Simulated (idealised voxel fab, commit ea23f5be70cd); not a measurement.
The document below concerns the process module designated voxel quadruple lines.
Shown is cross-section cut, with a width of 240 nm and square cells of size 5 nm.
Think of the cross-section as a grid of square cells. We describe it in bands, top to bottom, and each band covers one or more rows of those cells. Heads up on the band format: heights come first, top then bottom, in nm. After that it's the materials left to right, each with its width in nm. A single material flagged "full width" fills the whole band edge to edge, and "blank" means there's empty space there. Basically, 0 is our baseline, since under it the wafer straight out of the box is all one material. The bottom band has no lower end and keeps on going down, so it looks like "0 nm and below". Width spec "30 to 40" -> top row of cells at first value, bottom row at second value, equal per-row change in between. "remains unaltered", as given for a step, is the statement that not any cell of the cross-section underwent a change during that step. Enclosed voids (no open way to top), threshold 8 cells or more, entry "Unvented voids", notation width x height at distance, distance from left edge, nm. Whatever follows a step's settings on its line is a remark the simulator itself makes about that step. overlay nm: step with mask; distance mask lay right of planned place; negative value = left of planned place.

THIS SECTION LISTS THE PROCESS STEPS THAT WERE PLANNED
- 1: RECEIVE with material Si
- 2: CONFORMAL_DEP with material SiO2, thk nm 10
- 3: DIRECTIONAL_DEP with material TiN, thk nm 15
- 4: DIRECTIONAL_DEP with material polySi, thk nm 20
- 5: DIRECTIONAL_DEP with material aC, thk nm 20
- 6: PATTERN with tone cover, mask id MANDREL, material resist, width nm 30, thk nm 30, overlay nm 0
- 7: DIRECTIONAL_ETCH with etch materials aC, depth nm 20
- 8: STRIP with etch materials resist
- 9: CONFORMAL_DEP with material SiO2, thk nm 10
- 10: DIRECTIONAL_ETCH with etch materials SiO2, depth nm 10
- 11: STRIP with etch materials aC
- 12: DIRECTIONAL_ETCH with etch materials polySi, depth nm 20
- 13: STRIP with etch materials SiO2
- 14: CONFORMAL_DEP with material SiCN, thk nm 10
- 15: DIRECTIONAL_ETCH with etch materials SiCN, depth nm 10
- 16: STRIP with etch materials polySi
- 17: DIRECTIONAL_ETCH with etch materials TiN, depth nm 15
- 18: STRIP with etch materials SiCN

AS RECEIVED (POST STEP 1): CROSS-SECTION
0 nm and below: Si full width
Unvented voids: none

THE FIRST OF TWO WAFERS, CROSS-SECTIONED AT THE END OF THE MODULE, WITH THE RUN PROCEEDING AS PLANNED
25 nm to 10 nm: 85 of blank  10 of TiN  10 of blank  10 of TiN  10 of blank  10 of TiN  10 of blank  10 of TiN  85 of blank
10 nm to 0 nm: SiO2 full width
0 nm and below: Si full width
Unvented voids: none

END OF MODULE, SECOND WAFER, CROSS-SECTION. STARTED LIKE THE FIRST, PLANNED LIKE THE FIRST, RUN WITH ONE MISTAKE
25 nm to 10 nm: 95 of blank  10 of TiN  10 of blank  10 of TiN  10 of blank  10 of TiN  10 of blank  10 of TiN  75 of blank
10 nm to 0 nm: SiO2 full width
0 nm and below: Si full width
Unvented voids: none
Plan not followed: step 6 ran as: PATTERN with tone cover, mask id MANDREL, material resist, width nm 30, thk nm 30, overlay nm 10
In the final comparison it is observed that the number of cells assigned to each material is identical for the two wafers, whereas their placement is not.
